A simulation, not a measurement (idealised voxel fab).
process module | voxel transistor to metal
cross-section cut | 280 nm wide | cells 5 nm
A cross-section is a grid of square cells, given in bands from the top down. A band is one or more rows of cells.
Each band's line starts with the height of the band's top and of its bottom, in nm. Then come its materials from left to right, each with its width in nm. One material with "throughout" fills the band from edge to edge. "air" is empty space.
Height 0 is the level under which the wafer as received is all one material. The lowest band goes on downwards, as in "0 down".
A width such as "30 to 40" changes by the same amount from each row of cells to the next, from the band's top row to its bottom row.
"no change" after a step means that no cell of the cross-section changed.
closed voids: empty space of 8 cells or more with no open way to the top, each as width x height at its distance from the left edge, in nm
after a step's settings: what the simulator itself notes on the step
overlay nm, on a step with a mask: how far to the right of its planned place the mask lay; to the left if negative
plan
1 op RECEIVE | material Si
2 op OXIDIZE | depth nm 5
3 op CONFORMAL_DEP | material SiN | thk nm 10
4 op MASKED_ETCH | tone cover | mask id ACTIVE | width nm 105 | pitch nm 125 | etch materials SiN | depth nm 10 | overlay nm 0
5 op MASKED_ETCH | tone cover | mask id ACTIVE | width nm 105 | pitch nm 125 | etch materials SiO2 | depth nm 5 | overlay nm 0
6 op MASKED_ETCH | tone cover | mask id ACTIVE | width nm 105 | pitch nm 125 | etch materials Si | depth nm 35 | overlay nm 0
7 op FILL_DEP | material SiO2 | thk nm 5
8 op CMP | height nm 10
9 op SELECTIVE_ETCH | etch materials SiO2 | depth nm 10
10 op STRIP | etch materials SiN
11 op SELECTIVE_ETCH | etch materials SiO2 | depth nm 5
12 op OXIDIZE | depth nm 5
13 op DIRECTIONAL_DEP | material polySi | thk nm 20
14 op DIRECTIONAL_DEP | material SiCN | thk nm 15
15 op PATTERN | tone cover | mask id GATE | material resist | width nm 25 | pitch nm 125 | thk nm 15 | overlay nm 0
16 op DIRECTIONAL_ETCH | etch materials SiCN | depth nm 25
17 op DIRECTIONAL_ETCH | etch materials polySi | depth nm 30
18 op STRIP | etch materials resist
19 op CONFORMAL_DEP | material SiO2 | thk nm 5
20 op DIRECTIONAL_ETCH | etch materials SiO2 | depth nm 5
21 op CONFORMAL_DEP | material SiN | thk nm 5
22 op DIRECTIONAL_ETCH | etch materials SiN | depth nm 5
23 op DIRECTIONAL_ETCH | etch materials SiO2 | depth nm 5
24 op DIRECTIONAL_ETCH | etch materials Si | depth nm 10
25 op EPI | material SiGe | thk nm 10
26 op FILL_DEP | material SiO2 | thk nm 5
27 op CMP | height nm 30
28 op DIRECTIONAL_DEP | material SiO2 | thk nm 10
29 op MASKED_ETCH | tone open | mask id CONTACT | width nm 20 | etch materials SiO2 | depth nm 50 | overlay nm 0
30 op CONFORMAL_DEP | material TiN | thk nm 5
31 op FILL_DEP | material W | thk nm 5
32 op CMP | height nm 40
33 op CONFORMAL_DEP | material SiN | thk nm 5
34 op DIRECTIONAL_DEP | material lowk | thk nm 15
35 op PATTERN | tone open | mask id METAL_1 | material resist | width nm 20 | thk nm 15 | overlay nm 0
36 op DIRECTIONAL_ETCH | etch materials lowk | depth nm 15
37 op DIRECTIONAL_ETCH | etch materials SiN | depth nm 5
38 op STRIP | etch materials resist
39 op CONFORMAL_DEP | material TiN | thk nm 5
40 op FILL_DEP | material Cu | thk nm 5
41 op CMP | height nm 60
42 op CONFORMAL_DEP | material SiCN | thk nm 5
43 op DIRECTIONAL_DEP | material SiO2 | thk nm 30
44 op MASKED_ETCH | tone open | mask id METAL_2_HOLES | width nm 15 | pitch nm 125 | etch materials SiO2 | depth nm 30 | overlay nm 0
45 op MASKED_ETCH | tone open | mask id METAL_2 | width nm 20 | pitch nm 125 | etch materials SiO2 | depth nm 15 | overlay nm 0
46 op MASKED_ETCH | tone open | mask id METAL_2 | width nm 20 | pitch nm 125 | etch materials SiCN | depth nm 5 | overlay nm 0
47 op CONFORMAL_DEP | material TiN | thk nm 5
48 op FILL_DEP | material Cu | thk nm 5
49 op CMP | height nm 95
50 op CONFORMAL_DEP | material SiCN | thk nm 5
as received, after step 1
  0 down: Si throughout
  closed voids: none
a wafer at the end: this start, this plan, one mistake
  100 to 95: SiCN throughout
  95 to 85: SiO2 30 | TiN 5 | Cu 10 | TiN 5 | SiO2 105 | TiN 5 | Cu 10 | TiN 5 | SiO2 105
  85 to 80: SiO2 30 | TiN 5 | Cu 5 | TiN 10 | SiO2 105 | TiN 5 | Cu 5 | TiN 10 | SiO2 105
  80 to 70: SiO2 30 | TiN 5 | Cu 5 | TiN 5 | SiO2 110 | TiN 5 | Cu 5 | TiN 5 | SiO2 110
  70 to 65: SiO2 30 | TiN 15 | SiO2 110 | TiN 15 | SiO2 110
  65 to 60: SiCN 30 | TiN 10 | SiCN 115 | TiN 10 | SiCN 115
  60 to 45: lowk 30 | TiN 5 | Cu 10 | TiN 5 | lowk 55 | TiN 5 | Cu 10 | TiN 5 | lowk 30 | TiN 5 | Cu 10 | TiN 5 | lowk 55 | TiN 5 | Cu 10 | TiN 5 | lowk 30
  45 to 40: SiN 30 | TiN 20 | SiN 55 | TiN 20 | SiN 30 | TiN 20 | SiN 55 | TiN 20 | SiN 30
  40 to 30: SiO2 30 | TiN 5 | W 10 | TiN 5 | SiO2 55 | TiN 5 | W 10 | TiN 5 | SiO2 30 | TiN 5 | W 10 | TiN 5 | SiO2 55 | TiN 5 | W 10 | TiN 5 | SiO2 30
  30 to 15: SiO2 30 | TiN 5 | W 10 | TiN 5 | SiO2 5 | SiN 5 | SiO2 5 | SiCN 25 | SiO2 5 | SiN 5 | SiO2 5 | TiN 5 | W 10 | TiN 5 | SiO2 30 | TiN 5 | W 10 | TiN 5 | SiO2 5 | SiN 5 | SiO2 5 | SiCN 25 | SiO2 5 | SiN 5 | SiO2 5 | TiN 5 | W 10 | TiN 5 | SiO2 30
  15 to 5: SiO2 30 | TiN 5 | W 10 | TiN 5 | SiO2 5 | SiN 5 | SiO2 5 | polySi 25 | SiO2 5 | SiN 5 | SiO2 5 | TiN 5 | W 10 | TiN 5 | SiO2 30 | TiN 5 | W 10 | TiN 5 | SiO2 5 | SiN 5 | SiO2 5 | polySi 25 | SiO2 5 | SiN 5 | SiO2 5 | TiN 5 | W 10 | TiN 5 | SiO2 30
  5 to 0: SiO2 30 | TiN 5 | W 5 | TiN 10 | SiO2 5 | SiN 5 | SiO2 5 | polySi 25 | SiO2 5 | SiN 5 | SiO2 5 | TiN 10 | W 5 | TiN 5 | SiO2 30 | TiN 5 | W 5 | TiN 10 | SiO2 5 | SiN 5 | SiO2 5 | polySi 25 | SiO2 5 | SiN 5 | SiO2 5 | TiN 10 | W 5 | TiN 5 | SiO2 30
  0 to -5: SiO2 30 | TiN 5 | W 5 | TiN 5 | SiGe 10 | SiN 5 | SiO2 5 | polySi 25 | SiO2 5 | SiN 5 | SiGe 10 | TiN 5 | W 5 | TiN 5 | SiO2 30 | TiN 5 | W 5 | TiN 5 | SiGe 10 | SiN 5 | SiO2 5 | polySi 25 | SiO2 5 | SiN 5 | SiGe 10 | TiN 5 | W 5 | TiN 5 | SiO2 30
  -5 to -10: SiO2 30 | TiN 15 | SiGe 10 | SiO2 45 | SiGe 10 | TiN 15 | SiO2 30 | TiN 15 | SiGe 10 | SiO2 45 | SiGe 10 | TiN 15 | SiO2 30
  -10 to -20: SiO2 25 | SiGe 30 | Si 45 | SiGe 30 | SiO2 20 | SiGe 30 | Si 45 | SiGe 30 | SiO2 25
  -20 to -40: SiO2 25 | Si 105 | SiO2 20 | Si 105 | SiO2 25
  -40 down: Si throughout
  closed voids: none
what went wrong: step 46 ran as: op MASKED_ETCH | tone open | mask id METAL_2 | width nm 20 | pitch nm 125 | etch materials SiCN | depth nm 5 | overlay nm -10
